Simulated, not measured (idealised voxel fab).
You're looking at the process module voxel trench capacitor.
For reference, the cross-section in this document is cut, with width 245 nm and square cells of 5 nm.
Bands, listed from the top down, are how a cross-section gets written in this document; the cross-section itself is a grid of square cells, and a band is one or more rows of them.
Band: top height; bottom height; in nm. Then, left to right: material with width in nm, for each material. "edge to edge": a single material spanning edge to edge. "blank": empty space.
Note: height 0 marks the level under which the wafer is uniformly one material as received. Lowest band unbounded below, written "0 nm and below".
It should be noted that a width expressed as "30 to 40" varies in equal increments from row to row of cells within the band, taking the value of the first number at the top row and that of the second number at the bottom row.
It should be understood that the words "no alterations made", when stated for a given step, signify that the cross-section underwent no change in any of its cells during that step.
"Unvented internal voids": empty spaces of 8 cells or more with no open way to the top, each given as width x height at distance, distance from the left edge, all in nm.
Anything after a step's settings on that line? It's the simulator's own note about the step.
On any step carrying a mask, the "overlay nm" setting, if present on the step's line, tells how far right of its planned place the mask lay; negative values point to the left.
# Set out below are the planned steps of the process
1 RECEIVE | material Si
2 CONFORMAL_DEP | material SiN | thk nm 5
3 DIRECTIONAL_DEP | material aC | thk nm 10
4 PATTERN | tone open | mask id TRENCH | material resist | width nm 25 | pitch nm 40 | thk nm 25 | overlay nm 0
5 DIRECTIONAL_ETCH | etch materials aC | depth nm 10
6 STRIP | etch materials resist
7 DIRECTIONAL_ETCH | etch materials SiN | depth nm 5
8 DIRECTIONAL_ETCH | etch materials Si | depth nm 30
9 STRIP | etch materials aC
10 CONFORMAL_DEP | material HfO2 | thk nm 5
11 CONFORMAL_DEP | material TiN | thk nm 5
12 FILL_DEP | material W | thk nm 5
13 CMP | height nm 5
# Wafer cross-section on receipt, i.e. after step 1
- 0 nm and below: Si edge to edge
- Unvented internal voids: none
# Looking at the first of two wafers in cross-section at end of module - ran to plan
- 5 nm to 0 nm: 70 nm SiN, then 5 nm HfO2, then 5 nm TiN, then 5 nm W, then 5 nm TiN, then 5 nm HfO2, then 15 nm SiN, then 5 nm HfO2, then 5 nm TiN, then 5 nm W, then 5 nm TiN, then 5 nm HfO2, then 15 nm SiN, then 5 nm HfO2, then 5 nm TiN, then 5 nm W, then 5 nm TiN, then 5 nm HfO2, then 70 nm SiN
- 0 nm to -20 nm: 70 nm Si, then 5 nm HfO2, then 5 nm TiN, then 5 nm W, then 5 nm TiN, then 5 nm HfO2, then 15 nm Si, then 5 nm HfO2, then 5 nm TiN, then 5 nm W, then 5 nm TiN, then 5 nm HfO2, then 15 nm Si, then 5 nm HfO2, then 5 nm TiN, then 5 nm W, then 5 nm TiN, then 5 nm HfO2, then 70 nm Si
- -20 nm to -25 nm: 70 nm Si, then 5 nm HfO2, then 15 nm TiN, then 5 nm HfO2, then 15 nm Si, then 5 nm HfO2, then 15 nm TiN, then 5 nm HfO2, then 15 nm Si, then 5 nm HfO2, then 15 nm TiN, then 5 nm HfO2, then 70 nm Si
- -25 nm to -30 nm: 70 nm Si, then 25 nm HfO2, then 15 nm Si, then 25 nm HfO2, then 15 nm Si, then 25 nm HfO2, then 70 nm Si
- -30 nm and below: Si edge to edge
- Unvented internal voids: none
# Cross-sectional view: second of two wafers, end of module; start and plan identical to the first, one mistake in running
- 5 nm to 0 nm: 75 nm SiN, then 5 nm HfO2, then 5 nm TiN, then 5 nm HfO2, then 25 nm SiN, then 5 nm HfO2, then 5 nm TiN, then 5 nm HfO2, then 25 nm SiN, then 5 nm HfO2, then 5 nm TiN, then 5 nm HfO2, then 75 nm SiN
- 0 nm to -25 nm: 75 nm Si, then 5 nm HfO2, then 5 nm TiN, then 5 nm HfO2, then 25 nm Si, then 5 nm HfO2, then 5 nm TiN, then 5 nm HfO2, then 25 nm Si, then 5 nm HfO2, then 5 nm TiN, then 5 nm HfO2, then 75 nm Si
- -25 nm to -30 nm: 75 nm Si, then 15 nm HfO2, then 25 nm Si, then 15 nm HfO2, then 25 nm Si, then 15 nm HfO2, then 75 nm Si
- -30 nm and below: Si edge to edge
- Unvented internal voids: none
Against the plan, the run slipped here: note that step 4 departed from the planned setting and was carried out as PATTERN | tone open | mask id TRENCH | material resist | width nm 15 | pitch nm 40 | thk nm 25 | overlay nm 0
FYI, end of process, the second wafer has more or fewer cells of some materials than the first: -6 HfO2 | +36 Si | +6 SiN | -21 TiN | -15 W
